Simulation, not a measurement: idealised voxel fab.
This section sets out a process module, namely voxel spacer lines.
This is section cut - it's 220 nm across, gridded in 5 nm square cells.
A cross-section in this document is a grid of square cells, and it is written down as bands, the top band listed before the ones below it; a band is made up of one or more rows of cells.
Basically the band line says how high the top is and how high the bottom is, in nm, and then what's in it from left to right, every material with its width in nm. Empty space shows up as "empty", and if a single material carries "edge to edge" it runs the full band edge to edge.
Heads up on the height convention: 0 is the point under which the incoming wafer is all one material, and the lowest band has no bottom, it just keeps going down, like "0 down".
Width "30 to 40": first value at the band's top row of cells, second value at its bottom row, equal change from row to row.
For the purposes of this document, the phrase "remained unchanged" attached to a step denotes that no cell within the cross-section was modified by that step.
Basically, "Closed void register" tells you about the enclosed voids: empty spaces with no open way to the top, 8 cells or bigger, each written width x height at distance, where distance is from the left edge, all in nm.
Whatever follows a step's settings on its line is a remark the simulator itself makes about that step.
Regarding "overlay nm": on a step with a mask, it is the distance the mask lay to the right of its planned place; a negative value places it to the left.
Process steps (planned)
- 1: RECEIVE | material Si
- 2: CONFORMAL_DEP | material Al2O3 | thk nm 5
- 3: DIRECTIONAL_DEP | material W | thk nm 10
- 4: DIRECTIONAL_DEP | material aC | thk nm 20
- 5: PATTERN | tone cover | mask id MANDREL | material resist | width nm 15 | pitch nm 60 | thk nm 30 | overlay nm 0
- 6: DIRECTIONAL_ETCH | etch materials aC | depth nm 20
- 7: STRIP | etch materials resist
- 8: CONFORMAL_DEP | material SiO2 | thk nm 15
- 9: DIRECTIONAL_ETCH | etch materials SiO2 | depth nm 15
- 10: STRIP | etch materials aC
- 11: DIRECTIONAL_ETCH | etch materials W | depth nm 10
- 12: STRIP | etch materials SiO2
- 13: FILL_DEP | material SiO2 | thk nm 10
- 14: CMP | height nm 15
The value of width nm given for step 5 in the plan refers to the first wafer; the wafers vary in this setting and are alike at the start.
First wafer as received, after step 1
    0 down: Si edge to edge
    Closed void register: none
Per wafer, end of module: cells gained (+) or lost (-) per material since receipt, then closed voids
width nm 15 | +44 Al2O3 | +64 SiO2 | +24 W | Closed void register: none
width nm 20 | +44 Al2O3 | +64 SiO2 | +24 W | Closed void register: none
width nm 25 | +44 Al2O3 | +64 SiO2 | +24 W | Closed void register: none
width nm 30 | +44 Al2O3 | +64 SiO2 | +24 W | Closed void register: none
